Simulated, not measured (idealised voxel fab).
voxel capacitor over wiring: a process module
For reference, the cross-section in this document is cut, with width 190 nm and square cells of 5 nm.
When this document writes out a cross-section, it uses a grid of square cells and lists it as bands, beginning at the top and moving down, with a band standing for one or more rows of cells. It is stipulated that each band's entry specify, in nanometres, the height of the top of the band and then that of its bottom, followed by the materials of the band in left-to-right sequence, each together with its width in nanometres. A single material marked by the word "edge to edge" is understood to fill the band from edge to edge; the word "blank" is understood to denote empty space. Note: height 0 marks the level under which the wafer is uniformly one material as received. Lowest band unbounded below, written "from 0 down". Read "30->40" as a graded width: first number on top, second number at the bottom, same change between each pair of neighbouring rows. Given "identical to before" for a step, no cell of the cross-section differs between before and after that step. "Closed void catalog" specifies each empty space that is not open to the top and that occupies no fewer than 8 cells, using the form width x height at distance, the distance measured from the left edge and all three quantities in nm. That trailing text on a step's line, after the settings, is the simulator's own remark on the step. Steps that use a mask can have "overlay nm" on their line. It says how far the mask sat to the right of where it was meant to be. Negative means to the left.
Below is the list of planned process steps
1) RECEIVE with material Si
2) CONFORMAL_DEP with material SiO2, thk nm 10
3) DIRECTIONAL_DEP with material TiN, thk nm 5
4) DIRECTIONAL_DEP with material Ru, thk nm 25
5) PATTERN with tone cover, mask id METAL_1, material resist, width nm 20, pitch nm 75, thk nm 15, overlay nm 0
6) DIRECTIONAL_ETCH with etch materials Ru, depth nm 25
7) DIRECTIONAL_ETCH with etch materials TiN, depth nm 5
8) STRIP with etch materials resist
9) FILL_DEP with material SiO2, thk nm 10
10) CMP with height nm 40
11) CONFORMAL_DEP with material SiCN, thk nm 5
12) DIRECTIONAL_DEP with material SiO2, thk nm 10
13) PATTERN with tone open, mask id PLUG_1, material resist, width nm 15, thk nm 20, overlay nm 0
14) DIRECTIONAL_ETCH with etch materials SiO2, depth nm 10
15) DIRECTIONAL_ETCH with etch materials SiCN, depth nm 5
16) STRIP with etch materials resist
17) EPI with material Ru, thk nm 10
18) EPI with material Ru, thk nm 5
19) DIRECTIONAL_DEP with material TiN, thk nm 10
20) DIRECTIONAL_DEP with material HfO2, thk nm 5
21) DIRECTIONAL_DEP with material TiN, thk nm 10
22) PATTERN with tone cover, mask id UPPER_PLATE, material resist, width nm 60, thk nm 20, overlay nm 0
23) DIRECTIONAL_ETCH with etch materials TiN, depth nm 10
24) DIRECTIONAL_ETCH with etch materials HfO2, depth nm 5
25) STRIP with etch materials resist
26) DIRECTIONAL_DEP with material aC, thk nm 10
27) PATTERN with tone cover, mask id LOWER_PLATE, material resist, width nm 70, thk nm 30, overlay nm 0
28) DIRECTIONAL_ETCH with etch materials aC, depth nm 10
29) STRIP with etch materials resist
30) DIRECTIONAL_ETCH with etch materials TiN, depth nm 10
31) STRIP with etch materials aC
32) FILL_DEP with material SiO2, thk nm 15
33) CMP with height nm 90
34) MASKED_ETCH with tone open, mask id PLUG_2, width nm 15, etch materials SiO2, depth nm 10, overlay nm 0
35) CONFORMAL_DEP with material TiN, thk nm 5
36) FILL_DEP with material W, thk nm 5
37) CMP with height nm 90
38) CONFORMAL_DEP with material SiCN, thk nm 5
First of two wafers, with the run carried out as planned
Incoming wafer, cross-sectional view, post step 1
from 0 down  Si edge to edge
Closed void catalog: none
Step 2 done - wafer cross-section
from 10 to 0  SiO2 edge to edge
For the remainder of the cross-section, below 0, there is no change.
Step 3 done - wafer cross-section
from 15 to 10  TiN edge to edge
For the remainder of the cross-section, below 10, there is no change.
Step 4 done - wafer cross-section
from 40 to 15  Ru edge to edge
For the remainder of the cross-section, below 15, there is no change.
Step 5 done - wafer cross-section
from 55 to 40  45 nm blank | 20 nm resist | 55 nm blank | 20 nm resist | 50 nm blank
For the remainder of the cross-section, below 40, there is no change.
Step 6 done - wafer cross-section
from 55 to 40  45 nm blank | 20 nm resist | 55 nm blank | 20 nm resist | 50 nm blank
from 40 to 15  45 nm blank | 20 nm Ru | 55 nm blank | 20 nm Ru | 50 nm blank
For the remainder of the cross-section, below 15, there is no change.
Step 7 done - wafer cross-section
from 55 to 40  45 nm blank | 20 nm resist | 55 nm blank | 20 nm resist | 50 nm blank
from 40 to 15  45 nm blank | 20 nm Ru | 55 nm blank | 20 nm Ru | 50 nm blank
from 15 to 10  45 nm blank | 20 nm TiN | 55 nm blank | 20 nm TiN | 50 nm blank
For the remainder of the cross-section, below 10, there is no change.
Step 8 done - wafer cross-section
from 40 to 15  45 nm blank | 20 nm Ru | 55 nm blank | 20 nm Ru | 50 nm blank
For the remainder of the cross-section, below 15, there is no change.
Step 9 done - wafer cross-section
from 50 to 40  SiO2 edge to edge
from 40 to 15  45 nm SiO2 | 20 nm Ru | 55 nm SiO2 | 20 nm Ru | 50 nm SiO2
from 15 to 10  45 nm SiO2 | 20 nm TiN | 55 nm SiO2 | 20 nm TiN | 50 nm SiO2
For the remainder of the cross-section, below 10, there is no change.
Step 10 done - wafer cross-section
from 40 to 15  45 nm SiO2 | 20 nm Ru | 55 nm SiO2 | 20 nm Ru | 50 nm SiO2
For the remainder of the cross-section, below 15, there is no change.
Step 11 done - wafer cross-section
from 45 to 40  SiCN edge to edge
For the remainder of the cross-section, below 40, there is no change.
Step 12 done - wafer cross-section
from 55 to 45  SiO2 edge to edge
For the remainder of the cross-section, below 45, there is no change.
Step 13 done - wafer cross-section
from 75 to 55  50 nm resist | 15 nm blank | 125 nm resist
For the remainder of the cross-section, below 55, there is no change.
Step 14 done - wafer cross-section
from 75 to 55  50 nm resist | 15 nm blank | 125 nm resist
from 55 to 45  50 nm SiO2 | 15 nm blank | 125 nm SiO2
For the remainder of the cross-section, below 45, there is no change.
Step 15 done - wafer cross-section
from 75 to 55  50 nm resist | 15 nm blank | 125 nm resist
from 55 to 45  50 nm SiO2 | 15 nm blank | 125 nm SiO2
from 45 to 40  50 nm SiCN | 15 nm blank | 125 nm SiCN
For the remainder of the cross-section, below 40, there is no change.
Step 16 done - wafer cross-section
from 55 to 45  50 nm SiO2 | 15 nm blank | 125 nm SiO2
For the remainder of the cross-section, below 45, there is no change.
Step 17 done - wafer cross-section
from 55 to 50  50 nm SiO2 | 15 nm blank | 125 nm SiO2
from 50 to 45  50 nm SiO2 | 15 nm Ru | 125 nm SiO2
from 45 to 40  50 nm SiCN | 15 nm Ru | 125 nm SiCN
For the remainder of the cross-section, below 40, there is no change.
Step 18 done - wafer cross-section
from 55 to 45  50 nm SiO2 | 15 nm Ru | 125 nm SiO2
For the remainder of the cross-section, below 45, there is no change.
Step 19 done - wafer cross-section
from 65 to 55  TiN edge to edge
For the remainder of the cross-section, below 55, there is no change.
Step 20 done - wafer cross-section
from 70 to 65  HfO2 edge to edge
For the remainder of the cross-section, below 65, there is no change.
Step 21 done - wafer cross-section
from 80 to 70  TiN edge to edge
For the remainder of the cross-section, below 70, there is no change.
Step 22 done - wafer cross-section
from 100 to 80  50 nm blank | 60 nm resist | 80 nm blank
For the remainder of the cross-section, below 80, there is no change.
Step 23 done - wafer cross-section
from 100 to 80  50 nm blank | 60 nm resist | 80 nm blank
from 80 to 70  50 nm blank | 60 nm TiN | 80 nm blank
For the remainder of the cross-section, below 70, there is no change.
Step 24 done - wafer cross-section
from 100 to 80  50 nm blank | 60 nm resist | 80 nm blank
from 80 to 70  50 nm blank | 60 nm TiN | 80 nm blank
from 70 to 65  50 nm blank | 60 nm HfO2 | 80 nm blank
For the remainder of the cross-section, below 65, there is no change.
Step 25 done - wafer cross-section
from 80 to 70  50 nm blank | 60 nm TiN | 80 nm blank
For the remainder of the cross-section, below 70, there is no change.
Step 26 done - wafer cross-section
from 90 to 80  50 nm blank | 60 nm aC | 80 nm blank
from 80 to 75  50 nm blank | 60 nm TiN | 80 nm blank
from 75 to 70  50 nm aC | 60 nm TiN | 80 nm aC
from 70 to 65  50 nm aC | 60 nm HfO2 | 80 nm aC
For the remainder of the cross-section, below 65, there is no change.
Step 27 done - wafer cross-section
from 120 to 90  45 nm blank | 70 nm resist | 75 nm blank
from 90 to 80  45 nm blank | 5 nm resist | 60 nm aC | 5 nm resist | 75 nm blank
from 80 to 75  45 nm blank | 5 nm resist | 60 nm TiN | 5 nm resist | 75 nm blank
For the remainder of the cross-section, below 75, there is no change.
Step 28 done - wafer cross-section
from 110 to 90  45 nm blank | 70 nm resist | 75 nm blank
from 90 to 80  45 nm blank | 5 nm resist | 60 nm aC | 5 nm resist | 75 nm blank
from 80 to 75  45 nm blank | 5 nm resist | 60 nm TiN | 5 nm resist | 75 nm blank
from 75 to 70  45 nm blank | 5 nm aC | 60 nm TiN | 5 nm aC | 75 nm blank
from 70 to 65  45 nm blank | 5 nm aC | 60 nm HfO2 | 5 nm aC | 75 nm blank
For the remainder of the cross-section, below 65, there is no change.
Step 29 done - wafer cross-section
from 90 to 80  50 nm blank | 60 nm aC | 80 nm blank
from 80 to 75  50 nm blank | 60 nm TiN | 80 nm blank
For the remainder of the cross-section, below 75, there is no change.
Step 30 done - wafer cross-section
from 90 to 80  50 nm blank | 60 nm aC | 80 nm blank
from 80 to 75  50 nm blank | 60 nm TiN | 80 nm blank
from 75 to 70  45 nm blank | 5 nm aC | 60 nm TiN | 5 nm aC | 75 nm blank
from 70 to 65  45 nm blank | 5 nm aC | 60 nm HfO2 | 5 nm aC | 75 nm blank
from 65 to 55  45 nm blank | 70 nm TiN | 75 nm blank
For the remainder of the cross-section, below 55, there is no change.
Step 31 done - wafer cross-section
from 80 to 70  50 nm blank | 60 nm TiN | 80 nm blank
from 70 to 65  50 nm blank | 60 nm HfO2 | 80 nm blank
For the remainder of the cross-section, below 65, there is no change.
Step 32 done - wafer cross-section
from 95 to 80  SiO2 edge to edge
from 80 to 70  50 nm SiO2 | 60 nm TiN | 80 nm SiO2
from 70 to 65  50 nm SiO2 | 60 nm HfO2 | 80 nm SiO2
from 65 to 55  45 nm SiO2 | 70 nm TiN | 75 nm SiO2
For the remainder of the cross-section, below 55, there is no change.
Step 33 done - wafer cross-section
from 90 to 80  SiO2 edge to edge
For the remainder of the cross-section, below 80, there is no change.
Step 34 done - wafer cross-section
from 90 to 80  60 nm SiO2 | 15 nm blank | 115 nm SiO2
For the remainder of the cross-section, below 80, there is no change.
Step 35 done - wafer cross-section
from 95 to 90  65 nm TiN | 5 nm blank | 120 nm TiN
from 90 to 85  60 nm SiO2 | 5 nm TiN | 5 nm blank | 5 nm TiN | 115 nm SiO2
from 85 to 80  60 nm SiO2 | 15 nm TiN | 115 nm SiO2
For the remainder of the cross-section, below 80, there is no change.
Step 36 done - wafer cross-section
from 100 to 95  W edge to edge
from 95 to 90  65 nm TiN | 5 nm W | 120 nm TiN
from 90 to 85  60 nm SiO2 | 5 nm TiN | 5 nm W | 5 nm TiN | 115 nm SiO2
For the remainder of the cross-section, below 85, there is no change.
Step 37 done - wafer cross-section
from 90 to 85  60 nm SiO2 | 5 nm TiN | 5 nm W | 5 nm TiN | 115 nm SiO2
For the remainder of the cross-section, below 85, there is no change.
Step 38 done - wafer cross-section
from 95 to 90  SiCN edge to edge
For the remainder of the cross-section, below 90, there is no change.
Regarding the second of the two wafers: it shared the first wafer's starting condition and process plan, yet one error occurred during its execution. Its history coincides with that of the first wafer up to and including step 4
When step 5 should have ended
from 55 to 40  45 nm resist | 20 nm blank | 55 nm resist | 20 nm blank | 50 nm resist
For the remainder of the cross-section, below 40, there is no change.
When step 6 should have ended
from 55 to 40  45 nm resist | 20 nm blank | 55 nm resist | 20 nm blank | 50 nm resist
from 40 to 15  45 nm Ru | 20 nm blank | 55 nm Ru | 20 nm blank | 50 nm Ru
For the remainder of the cross-section, below 15, there is no change.
When step 7 should have ended
from 55 to 40  45 nm resist | 20 nm blank | 55 nm resist | 20 nm blank | 50 nm resist
from 40 to 15  45 nm Ru | 20 nm blank | 55 nm Ru | 20 nm blank | 50 nm Ru
from 15 to 10  45 nm TiN | 20 nm blank | 55 nm TiN | 20 nm blank | 50 nm TiN
For the remainder of the cross-section, below 10, there is no change.
When step 8 should have ended
from 40 to 15  45 nm Ru | 20 nm blank | 55 nm Ru | 20 nm blank | 50 nm Ru
For the remainder of the cross-section, below 15, there is no change.
When step 9 should have ended
from 50 to 40  SiO2 edge to edge
from 40 to 15  45 nm Ru | 20 nm SiO2 | 55 nm Ru | 20 nm SiO2 | 50 nm Ru
from 15 to 10  45 nm TiN | 20 nm SiO2 | 55 nm TiN | 20 nm SiO2 | 50 nm TiN
For the remainder of the cross-section, below 10, there is no change.
When step 10 should have ended
from 40 to 15  45 nm Ru | 20 nm SiO2 | 55 nm Ru | 20 nm SiO2 | 50 nm Ru
For the remainder of the cross-section, below 15, there is no change.
When step 11 should have ended
from 45 to 40  SiCN edge to edge
For the remainder of the cross-section, below 40, there is no change.
When step 12 should have ended
from 55 to 45  SiO2 edge to edge
For the remainder of the cross-section, below 45, there is no change.
When step 13 should have ended
from 75 to 55  50 nm resist | 15 nm blank | 125 nm resist
For the remainder of the cross-section, below 55, there is no change.
When step 14 should have ended
from 75 to 55  50 nm resist | 15 nm blank | 125 nm resist
from 55 to 45  50 nm SiO2 | 15 nm blank | 125 nm SiO2
For the remainder of the cross-section, below 45, there is no change.
When step 15 should have ended
from 75 to 55  50 nm resist | 15 nm blank | 125 nm resist
from 55 to 45  50 nm SiO2 | 15 nm blank | 125 nm SiO2
from 45 to 40  50 nm SiCN | 15 nm blank | 125 nm SiCN
For the remainder of the cross-section, below 40, there is no change.
When step 16 should have ended
from 55 to 45  50 nm SiO2 | 15 nm blank | 125 nm SiO2
For the remainder of the cross-section, below 45, there is no change.
when step 17 should have ended: identical to before
when step 18 should have ended: identical to before
When step 19 should have ended
from 65 to 55  50 nm TiN | 15 nm blank | 125 nm TiN
from 55 to 50  50 nm SiO2 | 15 nm blank | 125 nm SiO2
from 50 to 45  50 nm SiO2 | 15 nm TiN | 125 nm SiO2
from 45 to 40  50 nm SiCN | 15 nm TiN | 125 nm SiCN
For the remainder of the cross-section, below 40, there is no change.
When step 20 should have ended
from 70 to 65  50 nm HfO2 | 15 nm blank | 125 nm HfO2
from 65 to 55  50 nm TiN | 15 nm blank | 125 nm TiN
from 55 to 50  50 nm SiO2 | 15 nm HfO2 | 125 nm SiO2
For the remainder of the cross-section, below 50, there is no change.
When step 21 should have ended
from 80 to 70  50 nm TiN | 15 nm blank | 125 nm TiN
from 70 to 65  50 nm HfO2 | 15 nm blank | 125 nm HfO2
from 65 to 55  TiN edge to edge
For the remainder of the cross-section, below 55, there is no change.
When step 22 should have ended
from 100 to 80  50 nm blank | 60 nm resist | 80 nm blank
from 80 to 70  50 nm TiN | 15 nm resist | 125 nm TiN
from 70 to 65  50 nm HfO2 | 15 nm resist | 125 nm HfO2
For the remainder of the cross-section, below 65, there is no change.
When step 23 should have ended
from 100 to 80  50 nm blank | 60 nm resist | 80 nm blank
from 80 to 70  50 nm blank | 15 nm resist | 45 nm TiN | 80 nm blank
For the remainder of the cross-section, below 70, there is no change.
When step 24 should have ended
from 100 to 80  50 nm blank | 60 nm resist | 80 nm blank
from 80 to 70  50 nm blank | 15 nm resist | 45 nm TiN | 80 nm blank
from 70 to 65  50 nm blank | 15 nm resist | 45 nm HfO2 | 80 nm blank
For the remainder of the cross-section, below 65, there is no change.
When step 25 should have ended
from 80 to 70  65 nm blank | 45 nm TiN | 80 nm blank
from 70 to 65  65 nm blank | 45 nm HfO2 | 80 nm blank
For the remainder of the cross-section, below 65, there is no change.
When step 26 should have ended
from 90 to 80  65 nm blank | 45 nm aC | 80 nm blank
from 80 to 75  65 nm blank | 45 nm TiN | 80 nm blank
from 75 to 70  65 nm aC | 45 nm TiN | 80 nm aC
from 70 to 65  65 nm aC | 45 nm HfO2 | 80 nm aC
For the remainder of the cross-section, below 65, there is no change.
When step 27 should have ended
from 120 to 90  45 nm blank | 70 nm resist | 75 nm blank
from 90 to 80  45 nm blank | 20 nm resist | 45 nm aC | 5 nm resist | 75 nm blank
from 80 to 75  45 nm blank | 20 nm resist | 45 nm TiN | 5 nm resist | 75 nm blank
For the remainder of the cross-section, below 75, there is no change.
When step 28 should have ended
from 110 to 90  45 nm blank | 70 nm resist | 75 nm blank
from 90 to 80  45 nm blank | 20 nm resist | 45 nm aC | 5 nm resist | 75 nm blank
from 80 to 75  45 nm blank | 20 nm resist | 45 nm TiN | 5 nm resist | 75 nm blank
from 75 to 70  45 nm blank | 20 nm aC | 45 nm TiN | 5 nm aC | 75 nm blank
from 70 to 65  45 nm blank | 20 nm aC | 45 nm HfO2 | 5 nm aC | 75 nm blank
For the remainder of the cross-section, below 65, there is no change.
When step 29 should have ended
from 90 to 80  65 nm blank | 45 nm aC | 80 nm blank
from 80 to 75  65 nm blank | 45 nm TiN | 80 nm blank
For the remainder of the cross-section, below 75, there is no change.
When step 30 should have ended
from 90 to 80  65 nm blank | 45 nm aC | 80 nm blank
from 80 to 75  65 nm blank | 45 nm TiN | 80 nm blank
from 75 to 70  45 nm blank | 20 nm aC | 45 nm TiN | 5 nm aC | 75 nm blank
from 70 to 65  45 nm blank | 20 nm aC | 45 nm HfO2 | 5 nm aC | 75 nm blank
from 65 to 55  45 nm blank | 70 nm TiN | 75 nm blank
For the remainder of the cross-section, below 55, there is no change.
When step 31 should have ended
from 80 to 70  65 nm blank | 45 nm TiN | 80 nm blank
from 70 to 65  65 nm blank | 45 nm HfO2 | 80 nm blank
For the remainder of the cross-section, below 65, there is no change.
When step 32 should have ended
from 95 to 80  SiO2 edge to edge
from 80 to 70  65 nm SiO2 | 45 nm TiN | 80 nm SiO2
from 70 to 65  65 nm SiO2 | 45 nm HfO2 | 80 nm SiO2
from 65 to 55  45 nm SiO2 | 70 nm TiN | 75 nm SiO2
For the remainder of the cross-section, below 55, there is no change.
When step 33 should have ended
from 90 to 80  SiO2 edge to edge
For the remainder of the cross-section, below 80, there is no change.
When step 34 should have ended
from 90 to 80  60 nm SiO2 | 15 nm blank | 115 nm SiO2
For the remainder of the cross-section, below 80, there is no change.
When step 35 should have ended
from 95 to 90  65 nm TiN | 5 nm blank | 120 nm TiN
from 90 to 85  60 nm SiO2 | 5 nm TiN | 5 nm blank | 5 nm TiN | 115 nm SiO2
from 85 to 80  60 nm SiO2 | 15 nm TiN | 115 nm SiO2
For the remainder of the cross-section, below 80, there is no change.
When step 36 should have ended
from 100 to 95  W edge to edge
from 95 to 90  65 nm TiN | 5 nm W | 120 nm TiN
from 90 to 85  60 nm SiO2 | 5 nm TiN | 5 nm W | 5 nm TiN | 115 nm SiO2
For the remainder of the cross-section, below 85, there is no change.
When step 37 should have ended
from 90 to 85  60 nm SiO2 | 5 nm TiN | 5 nm W | 5 nm TiN | 115 nm SiO2
For the remainder of the cross-section, below 85, there is no change.
When step 38 should have ended
from 95 to 90  SiCN edge to edge
For the remainder of the cross-section, below 90, there is no change.
Finding, execution versus plan: step 5: run off-plan, actual operation and settings PATTERN with tone open, mask id METAL_1, material resist, width nm 20, pitch nm 75, thk nm 15, overlay nm 0
The second wafer ends with more or fewer cells of some materials than the first, per final count: Ru +101 | SiO2 -123 | TiN +22
